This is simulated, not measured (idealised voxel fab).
The process module that follows is named voxel released beams.
Displayed cross-section: cut, width of 290 nm, square cells sized 5 nm.
Cross-section = grid of square cells, listed top down in bands; band = one or more rows. Top height, bottom height, nm. Materials left to right, width each, nm. Single material + "everywhere" = fills band edge to edge. "air" = empty. We count height from 0. Below that, the starting wafer is all one material. The lowest band never ends at the bottom but goes on down; see "0..down" for how that is written. The width entry "30->40" should be interpreted row by row: the top row of cells in the band takes the first number, the bottom row takes the second number, and the change between adjacent rows is uniform throughout. It should be understood that the words "remains unaltered", when stated for a given step, signify that the cross-section underwent no change in any of its cells during that step. "Closed void list" contains a list of empty spaces, each no smaller than 8 cells and without an open way to the top, written in the form width x height at distance with the distance from the left edge and all three in nm. Heads up: the bit after the settings on a step's line is the simulator's remark on that step. overlay nm: mask offset rightward from planned place, masked step; negative means leftward offset.

Process steps (planned):
- 1: RECEIVE | material Si
- 2: CONFORMAL_DEP | material Al2O3 | thk nm 5
- 3: DIRECTIONAL_DEP | material SiO2 | thk nm 10
- 4: PATTERN | tone open | mask id ANCHOR | material resist | width nm 35 | thk nm 20 | overlay nm 0
- 5: DIRECTIONAL_ETCH | etch materials SiO2 | depth nm 10
- 6: STRIP | etch materials resist
- 7: CONFORMAL_DEP | material SiN | thk nm 10
- 8: PATTERN | tone cover | mask id BEAM | material resist | width nm 90 | thk nm 20 | overlay nm 0
- 9: DIRECTIONAL_ETCH | etch materials SiN | depth nm 10
- 10: STRIP | etch materials resist
- 11: STRIP | etch materials SiO2
Quick note for whoever runs this: the wafers start identical, but the thk nm at step 2 isn't the same across them. The plan just shows what the first wafer had.

Cut through the first of several wafers as received, post step 1:
0..down: Si everywhere
Closed void list: none

First of several wafers: cross-section at the end of the module, after step 11, its last step:
25..15: air 95 nm / SiN 15 nm / air 15 nm / SiN 60 nm / air 105 nm
15..5: air 100 nm / SiN 35 nm / air 155 nm
5..0: Al2O3 everywhere
0..down: Si everywhere
Closed void list: none

Cross-sectional depiction of the last of several wafers upon completion of the module:
40..30: air 95 nm / SiN 15 nm / air 15 nm / SiN 60 nm / air 105 nm
30..20: air 100 nm / SiN 35 nm / air 155 nm
20..0: Al2O3 everywhere
0..down: Si everywhere
Closed void list: none

Here is how to read the rows: every wafer has a row, and it shows the wafer at the end of the module, giving for each material how many cells were gained (+) or lost (-) since the wafer was received, then listing its closed voids:
thk nm 5 | +58 Al2O3 | +44 SiN | Closed void list: none
thk nm 10 | +116 Al2O3 | +44 SiN | Closed void list: none
thk nm 15 | +174 Al2O3 | +44 SiN | Closed void list: none
thk nm 20 | +232 Al2O3 | +44 SiN | Closed void list: none
